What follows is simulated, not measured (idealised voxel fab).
The process module presented herein is designated voxel wiring stack.
The cross-section shown here is cut; it is 140 nm wide and divided into square cells measuring 5 nm on a side.
Each cross-section below is a grid of square cells, stated as bands in top-down order, with one or more rows of cells making up each band. Top, bottom (nm), then materials left to right with widths (nm); lone material tagged "edge to edge" fills the whole band edge to edge; "empty" = empty space. Zero point of the height axis is 0; under it, received wafer = one material. Lowest band: continues down indefinitely, "0 and below". Width: "30 to 40" (first number = top row, second number = bottom row, same change from row to row of cells). "nothing was modified" (step): cross-section cells unchanged, all of them. Empty spaces without an open route to the top, at least 8 cells in extent, make up the entry "Cavities, sealed"; each is given as width x height at distance, where the distance is measured from the left edge, and all are in nm. That trailing text on a step's line, after the settings, is the simulator's own remark on the step. overlay nm: step with mask; distance mask lay right of planned place; negative value = left of planned place.
-- Process steps foreseen in the plan
1) RECEIVE,material Si
2) CONFORMAL_DEP,material SiO2,thk nm 15
3) DIRECTIONAL_DEP,material TiN,thk nm 5
4) DIRECTIONAL_DEP,material Ru,thk nm 25
5) MASKED_ETCH,tone cover,mask id METAL_1,width nm 25,pitch nm 40,etch materials Ru,depth nm 25,overlay nm 0
6) MASKED_ETCH,tone cover,mask id METAL_1,width nm 25,pitch nm 40,etch materials TiN,depth nm 5,overlay nm 0
7) FILL_DEP,material lowk,thk nm 5
8) CMP,height nm 45
9) CONFORMAL_DEP,material SiCN,thk nm 5
10) DIRECTIONAL_DEP,material lowk,thk nm 20
11) MASKED_ETCH,tone open,mask id PLUG_1,width nm 15,pitch nm 80,etch materials lowk,depth nm 20,overlay nm 0
12) MASKED_ETCH,tone open,mask id PLUG_1,width nm 15,pitch nm 80,etch materials SiCN,depth nm 5,overlay nm 0
13) EPI,material Ru,thk nm 10
14) EPI,material Ru,thk nm 10
15) EPI,material Ru,thk nm 5
16) CONFORMAL_DEP,material SiCN,thk nm 5
17) DIRECTIONAL_DEP,material SiO2,thk nm 25
18) MASKED_ETCH,tone open,mask id METAL_2,width nm 15,pitch nm 40,etch materials SiO2,depth nm 25,overlay nm 0
19) MASKED_ETCH,tone open,mask id METAL_2,width nm 25,pitch nm 40,etch materials SiCN,depth nm 5,overlay nm 0
20) CONFORMAL_DEP,material TiN,thk nm 5
21) FILL_DEP,material Cu,thk nm 5
22) CMP,height nm 100
23) EPI,material Ru,thk nm 5
24) FILL_DEP,material SiCN,thk nm 5
The width nm used in step 18 is not the same on every wafer, whereas the starting condition is; the value printed in the plan is the first wafer's.
-- Cross-section of the first incoming wafer of several, state after step 1
    0 and below | Si edge to edge
    Cavities, sealed: none
-- At the end of the module, after its last step, step 24, the first of several wafers appears in cross-section as follows
    110 down to 105 | SiCN edge to edge
    105 down to 100 | SiCN: 15 | Ru: 25 | SiCN: 15 | Ru: 25 | SiCN: 15 | Ru: 25 | SiCN: 20
    100 down to 75 | SiO2: 20 | TiN: 5 | Cu: 5 | TiN: 5 | SiO2: 25 | TiN: 5 | Cu: 5 | TiN: 5 | SiO2: 25 | TiN: 5 | Cu: 5 | TiN: 5 | SiO2: 25
    75 down to 70 | SiCN: 20 | TiN: 15 | SiCN: 25 | TiN: 15 | SiCN: 25 | TiN: 15 | SiCN: 25
    70 down to 50 | lowk: 15 | Ru: 15 | lowk: 65 | Ru: 15 | lowk: 30
    50 down to 45 | SiCN: 15 | Ru: 15 | SiCN: 65 | Ru: 15 | SiCN: 30
    45 down to 20 | lowk: 15 | Ru: 25 | lowk: 15 | Ru: 25 | lowk: 15 | Ru: 25 | lowk: 20
    20 down to 15 | lowk: 15 | TiN: 25 | lowk: 15 | TiN: 25 | lowk: 15 | TiN: 25 | lowk: 20
    15 down to 0 | SiO2 edge to edge
    0 and below | Si edge to edge
    Cavities, sealed: none
-- So this is the cross-section on the last wafer at the end of the module
    110 down to 105 | SiCN edge to edge
    105 down to 100 | SiCN: 10 | Ru: 35 | SiCN: 5 | Ru: 35 | SiCN: 5 | Ru: 35 | SiCN: 15
    100 down to 75 | SiO2: 15 | TiN: 5 | Cu: 15 | TiN: 5 | SiO2: 15 | TiN: 5 | Cu: 15 | TiN: 5 | SiO2: 15 | TiN: 5 | Cu: 15 | TiN: 5 | SiO2: 20
    75 down to 70 | SiCN: 15 | TiN: 25 | SiCN: 15 | TiN: 25 | SiCN: 15 | TiN: 25 | SiCN: 20
    70 down to 50 | lowk: 15 | Ru: 15 | lowk: 65 | Ru: 15 | lowk: 30
    50 down to 45 | SiCN: 15 | Ru: 15 | SiCN: 65 | Ru: 15 | SiCN: 30
    45 down to 20 | lowk: 15 | Ru: 25 | lowk: 15 | Ru: 25 | lowk: 15 | Ru: 25 | lowk: 20
    20 down to 15 | lowk: 15 | TiN: 25 | lowk: 15 | TiN: 25 | lowk: 15 | TiN: 25 | lowk: 20
    15 down to 0 | SiO2 edge to edge
    0 and below | Si edge to edge
    Cavities, sealed: none
-- Below: a row per wafer. Contents at end of module: for every material, cells gained since receipt (+) or lost since receipt (-); then closed voids
width nm 15 | +15 Cu | +120 Ru | +82 SiCN | +179 SiO2 | +54 TiN | +166 lowk | Cavities, sealed: none
width nm 20 | +30 Cu | +123 Ru | +76 SiCN | +164 SiO2 | +57 TiN | +166 lowk | Cavities, sealed: none
width nm 25 | +45 Cu | +126 Ru | +70 SiCN | +149 SiO2 | +60 TiN | +166 lowk | Cavities, sealed: none
